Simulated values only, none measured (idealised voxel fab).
Process module under the name voxel transistor to metal
Each square cell in cross-section cut measures 5 nm, and the section as a whole is 160 nm wide.
In this document a cross-section is written as a grid of square cells. It is given as a series of bands, listed from the top down, and a band is one or more rows of cells. In this notation a band is specified by the heights of its top and bottom, in that order and in nm, after which its materials appear from left to right, each paired with its width in nm. The word "throughout" attached to a single material means that material fills the band from edge to edge; the word "air" stands for empty space. Heads up on the height convention: 0 is the point under which the incoming wafer is all one material, and the lowest band has no bottom, it just keeps going down, like "0 and below". A width such as "30 to 40" changes by the same amount from each row of cells to the next, from the band's top row to its bottom row. Given "nothing different" for a step, no cell of the cross-section differs between before and after that step. The entry "Unvented internal voids" lists the empty spaces that cover at least 8 cells and have no open path to the top. Each is written as width x height at distance, where the distance is measured from the left edge and all three values are in nm. Past the settings on a step's line: simulator remark, on that step. "overlay nm" answers the question of how far to the right of plan the mask lay on a step that has a mask, and when it is negative the answer is to the left.
LIST OF PLANNED PROCESS STEPS
1,RECEIVE, material Si
2,OXIDIZE, depth nm 5
3,CONFORMAL_DEP, material SiN, thk nm 15
4,PATTERN, tone cover, mask id ACTIVE, material resist, width nm 120, thk nm 15, overlay nm 0
5,DIRECTIONAL_ETCH, etch materials SiN, depth nm 15
6,DIRECTIONAL_ETCH, etch materials SiO2, depth nm 5
7,DIRECTIONAL_ETCH, etch materials Si, depth nm 35
8,STRIP, etch materials resist
9,OXIDIZE, depth nm 5
10,FILL_DEP, material SiO2, thk nm 5
11,CMP, height nm 15
12,SELECTIVE_ETCH, etch materials SiO2, depth nm 5
13,STRIP, etch materials SiN
14,SELECTIVE_ETCH, etch materials SiO2, depth nm 5
15,OXIDIZE, depth nm 5
16,DIRECTIONAL_DEP, material polySi, thk nm 20
17,DIRECTIONAL_DEP, material SiCN, thk nm 10
18,MASKED_ETCH, tone cover, mask id GATE, width nm 30, etch materials SiCN, depth nm 20, overlay nm 0
19,MASKED_ETCH, tone cover, mask id GATE, width nm 30, etch materials polySi, depth nm 30, overlay nm 0
20,CONFORMAL_DEP, material SiO2, thk nm 5
21,DIRECTIONAL_ETCH, etch materials SiO2, depth nm 5
22,CONFORMAL_DEP, material SiN, thk nm 5
23,DIRECTIONAL_ETCH, etch materials SiN, depth nm 5
24,DIRECTIONAL_ETCH, etch materials SiO2, depth nm 5
25,DIRECTIONAL_ETCH, etch materials Si, depth nm 15
26,EPI, material SiGe, thk nm 20
27,FILL_DEP, material SiO2, thk nm 10
28,CMP, height nm 15
29,STRIP, etch materials polySi
30,SELECTIVE_ETCH, etch materials SiO2, depth nm 5
31,CONFORMAL_DEP, material HfO2, thk nm 5
32,CONFORMAL_DEP, material TiN, thk nm 5
33,FILL_DEP, material W, thk nm 10
34,CMP, height nm 10
35,DIRECTIONAL_DEP, material SiO2, thk nm 10
36,PATTERN, tone open, mask id CONTACT, material resist, width nm 20, pitch nm 90, thk nm 15, overlay nm 0
37,DIRECTIONAL_ETCH, etch materials SiO2, depth nm 25
38,STRIP, etch materials resist
39,CONFORMAL_DEP, material TiN, thk nm 5
40,FILL_DEP, material W, thk nm 5
41,CMP, height nm 20
42,DIRECTIONAL_DEP, material TiN, thk nm 5
43,DIRECTIONAL_DEP, material W, thk nm 20
44,PATTERN, tone cover, mask id METAL_1, material resist, width nm 20, pitch nm 90, thk nm 20, overlay nm 0
45,DIRECTIONAL_ETCH, etch materials W, depth nm 20
46,DIRECTIONAL_ETCH, etch materials TiN, depth nm 5
47,STRIP, etch materials resist
48,CONFORMAL_DEP, material SiN, thk nm 5
49,FILL_DEP, material SiO2, thk nm 10
50,CMP, height nm 45
51,CONFORMAL_DEP, material SiCN, thk nm 5
52,DIRECTIONAL_DEP, material SiO2, thk nm 35
53,PATTERN, tone open, mask id METAL_2_HOLES, material resist, width nm 15, pitch nm 90, thk nm 20, overlay nm 0
54,DIRECTIONAL_ETCH, etch materials SiO2, depth nm 35
55,STRIP, etch materials resist
56,PATTERN, tone open, mask id METAL_2, material resist, width nm 20, pitch nm 90, thk nm 15, overlay nm 0
57,DIRECTIONAL_ETCH, etch materials SiO2, depth nm 20
58,DIRECTIONAL_ETCH, etch materials SiCN, depth nm 5
59,STRIP, etch materials resist
60,CONFORMAL_DEP, material TiN, thk nm 5
61,FILL_DEP, material Cu, thk nm 10
62,CMP, height nm 85
63,CONFORMAL_DEP, material SiCN, thk nm 5
WAFER AS RECEIVED: CROSS-SECTION FOLLOWING STEP 1
  0 and below  Si throughout
  Unvented internal voids: none
RUN AS PLANNED - FIRST OF THE TWO WAFERS CROSS-SECTIONED AT THE END OF THE MODULE
  90 down to 85  SiCN throughout
  85 down to 70  SiO2 25, then TiN 5, then Cu 10, then TiN 5, then SiO2 70, then TiN 5, then Cu 10, then TiN 5, then SiO2 25
  70 down to 65  SiO2 25, then TiN 5, then Cu 5, then TiN 10, then SiO2 70, then TiN 5, then Cu 5, then TiN 10, then SiO2 25
  65 down to 50  SiO2 25, then TiN 5, then Cu 5, then TiN 5, then SiO2 75, then TiN 5, then Cu 5, then TiN 5, then SiO2 30
  50 down to 45  SiCN 25, then TiN 15, then SiCN 75, then TiN 15, then SiCN 30
  45 down to 25  SiO2 20, then SiN 5, then W 20, then SiN 5, then SiO2 60, then SiN 5, then W 20, then SiN 5, then SiO2 20
  25 down to 20  SiN 25, then TiN 20, then SiN 70, then TiN 20, then SiN 25
  20 down to 15  SiO2 25, then TiN 5, then W 10, then TiN 5, then SiO2 70, then TiN 5, then W 10, then TiN 5, then SiO2 25
  15 down to 10  SiO2 25, then TiN 20, then SiO2 70, then TiN 20, then SiO2 25
  10 down to 5  SiO2 25, then TiN 10, then SiGe 20, then SiN 5, then HfO2 5, then TiN 5, then W 20, then TiN 5, then HfO2 5, then SiN 5, then SiGe 20, then TiN 10, then SiO2 25
  5 down to 0  SiO2 20, then SiN 5, then TiN 10, then SiGe 20, then SiN 5, then HfO2 5, then TiN 5, then W 20, then TiN 5, then HfO2 5, then SiN 5, then SiGe 20, then TiN 10, then SiN 5, then SiO2 20
  0 down to -5  SiO2 20, then SiN 5, then TiN 10, then SiGe 20, then SiN 5, then HfO2 5, then TiN 30, then HfO2 5, then SiN 5, then SiGe 20, then TiN 10, then SiN 5, then SiO2 20
  -5 down to -10  SiO2 25, then SiGe 30, then SiO2 5, then HfO2 40, then SiO2 5, then SiGe 30, then SiO2 25
  -10 down to -25  SiO2 25, then SiGe 30, then Si 50, then SiGe 30, then SiO2 25
  -25 down to -45  SiO2 25, then Si 110, then SiO2 25
  -45 and below  Si throughout
  Unvented internal voids: none
HERE'S THE SECOND OF OUR TWO WAFERS SECTIONED AT MODULE END. SAME START AS THE FIRST, SAME PLAN, BUT ONE MISTAKE GOT MADE RUNNING IT
  90 down to 85  SiO2 throughout
  85 down to 70  SiO2 25, then TiN 5, then Cu 10, then TiN 5, then SiO2 70, then TiN 5, then Cu 10, then TiN 5, then SiO2 25
  70 down to 65  SiO2 25, then TiN 5, then Cu 5, then TiN 10, then SiO2 70, then TiN 5, then Cu 5, then TiN 10, then SiO2 25
  65 down to 50  SiO2 25, then TiN 5, then Cu 5, then TiN 5, then SiO2 75, then TiN 5, then Cu 5, then TiN 5, then SiO2 30
  50 down to 45  SiCN 25, then TiN 15, then SiCN 75, then TiN 15, then SiCN 30
  45 down to 25  SiO2 20, then SiN 5, then W 20, then SiN 5, then SiO2 60, then SiN 5, then W 20, then SiN 5, then SiO2 20
  25 down to 20  SiN 25, then TiN 20, then SiN 70, then TiN 20, then SiN 25
  20 down to 15  SiO2 25, then TiN 5, then W 10, then TiN 5, then SiO2 70, then TiN 5, then W 10, then TiN 5, then SiO2 25
  15 down to 10  SiO2 25, then TiN 20, then SiO2 70, then TiN 20, then SiO2 25
  10 down to 5  SiO2 25, then TiN 10, then SiGe 20, then SiN 5, then HfO2 5, then TiN 5, then W 20, then TiN 5, then HfO2 5, then SiN 5, then SiGe 20, then TiN 10, then SiO2 25
  5 down to 0  SiO2 20, then SiN 5, then TiN 10, then SiGe 20, then SiN 5, then HfO2 5, then TiN 5, then W 20, then TiN 5, then HfO2 5, then SiN 5, then SiGe 20, then TiN 10, then SiN 5, then SiO2 20
  0 down to -5  SiO2 20, then SiN 5, then TiN 10, then SiGe 20, then SiN 5, then HfO2 5, then TiN 30, then HfO2 5, then SiN 5, then SiGe 20, then TiN 10, then SiN 5, then SiO2 20
  -5 down to -10  SiO2 25, then SiGe 30, then SiO2 5, then HfO2 40, then SiO2 5, then SiGe 30, then SiO2 25
  -10 down to -25  SiO2 25, then SiGe 30, then Si 50, then SiGe 30, then SiO2 25
  -25 down to -45  SiO2 25, then Si 110, then SiO2 25
  -45 and below  Si throughout
  Unvented internal voids: none
It is concluded that the wafer was processed incorrectly with respect to the plan, in that step 63 was run on a setting that differed from the plan, and what really ran there is CONFORMAL_DEP, material SiO2, thk nm 5
End check, counted in cells, second wafer has more or fewer of these materials than the first: SiCN: 32 fewer | SiO2: 32 more
